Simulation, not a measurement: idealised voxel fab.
This section sets out a process module, namely voxel self aligned contacts.
The width of the displayed cross-section, cut, is 220 nm; its cells are square, with a size of 5 nm.
Each cross-section below is a grid of square cells, stated as bands in top-down order, with one or more rows of cells making up each band. A band entry consists of two parts. The first gives the height of the band's top and the height of its bottom, in nm. The rest lists the band's materials from left to right, each with its width in nm. A single material labelled with the word "edge to edge" fills the band from edge to edge, and the word "air" marks empty space. All heights in this document are referenced to 0, defined as the level beneath which the wafer, as received, consists entirely of one material. The lowest band is not bounded below; it extends indefinitely downward and is written in the form "0 and below". A width given as "30..40" starts at the first number in the band's top row and ends at the second number in its bottom row, shifting by an equal amount at every step from row to row. Reading "no alteration" for a step: not a cell of the cross-section changed in it. The label "Closed void roster" introduces a list of the empty spaces, 8 cells or larger, that have no open way up to the top; each entry in it reads width x height at distance, where the distance is taken from the left edge and all three are stated in nm. If you see something after the settings on a step's line, that's the simulator's own remark about that step. What "overlay nm" on a step's line means: if the step has a mask, that mask lay this far to the right of its planned place, or, when the value is negative, to the left.
### Planned process steps
- 1: RECEIVE, material Si
- 2: OXIDIZE, depth nm 5
- 3: DIRECTIONAL_DEP, material polySi, thk nm 30
- 4: DIRECTIONAL_DEP, material SiN, thk nm 20
- 5: PATTERN, tone cover, mask id GATE, material resist, width nm 35, pitch nm 65, thk nm 15, overlay nm 0
- 6: DIRECTIONAL_ETCH, etch materials SiN, depth nm 20
- 7: DIRECTIONAL_ETCH, etch materials polySi, depth nm 30
- 8: STRIP, etch materials resist
- 9: CONFORMAL_DEP, material SiN, thk nm 5
- 10: DIRECTIONAL_ETCH, etch materials SiN, depth nm 5
- 11: FILL_DEP, material SiO2, thk nm 15
- 12: CMP, height nm 55
- 13: PATTERN, tone open, mask id CONTACT, material resist, width nm 50, pitch nm 65, thk nm 15, overlay nm 0
- 14: DIRECTIONAL_ETCH, etch materials SiO2, depth nm 60
- 15: STRIP, etch materials resist
- 16: CONFORMAL_DEP, material TiN, thk nm 5
- 17: FILL_DEP, material Ru, thk nm 10
- 18: CMP, height nm 55
- 19: CONFORMAL_DEP, material SiN, thk nm 5
### as received, after step 1
    0 and below = Si edge to edge
    Closed void roster: none
### First of two wafers, end-of-module section, run followed plan
    60 down to 55 = SiN edge to edge
    55 down to 50 = SiO2 (50); TiN (20); Ru (10); TiN (20); SiO2 (15); TiN (20); Ru (10); TiN (20); SiO2 (55)
    50 down to 30 = SiO2 (20); SiN (45); TiN (5); Ru (10); TiN (5); SiN (45); TiN (5); Ru (10); TiN (5); SiN (45); SiO2 (25)
    30 down to 0 = SiO2 (20); SiN (5); polySi (35); SiN (5); TiN (5); Ru (10); TiN (5); SiN (5); polySi (35); SiN (5); TiN (5); Ru (10); TiN (5); SiN (5); polySi (35); SiN (5); SiO2 (25)
    0 down to -5 = SiO2 (65); TiN (20); SiO2 (45); TiN (20); SiO2 (70)
    -5 and below = Si edge to edge
    Closed void roster: none
### End-of-module cross-section of the second wafer: identical starting point and process plan to the first, with one processing mistake
    60 down to 55 = SiN edge to edge
    55 down to 50 = SiO2 (50); TiN (25); Ru (5); TiN (20); SiO2 (15); TiN (25); Ru (5); TiN (20); SiO2 (55)
    50 down to 30 = SiO2 (20); SiN (50); TiN (5); Ru (5); TiN (5); SiN (50); TiN (5); Ru (5); TiN (5); SiN (50); SiO2 (20)
    30 down to 0 = SiO2 (20); SiN (5); polySi (40); SiN (5); TiN (5); Ru (5); TiN (5); SiN (5); polySi (40); SiN (5); TiN (5); Ru (5); TiN (5); SiN (5); polySi (40); SiN (5); SiO2 (20)
    0 down to -5 = SiO2 (70); TiN (15); SiO2 (50); TiN (15); SiO2 (70)
    -5 and below = Si edge to edge
    Closed void roster: none
The mistake made against the process plan was this: step 5 did not happen as planned, as run it was PATTERN, tone cover, mask id GATE, material resist, width nm 40, pitch nm 65, thk nm 15, overlay nm 0
Final wafer comparison in cells, second versus first, more or fewer per material: -22 Ru, +12 SiN, -8 SiO2, +18 polySi
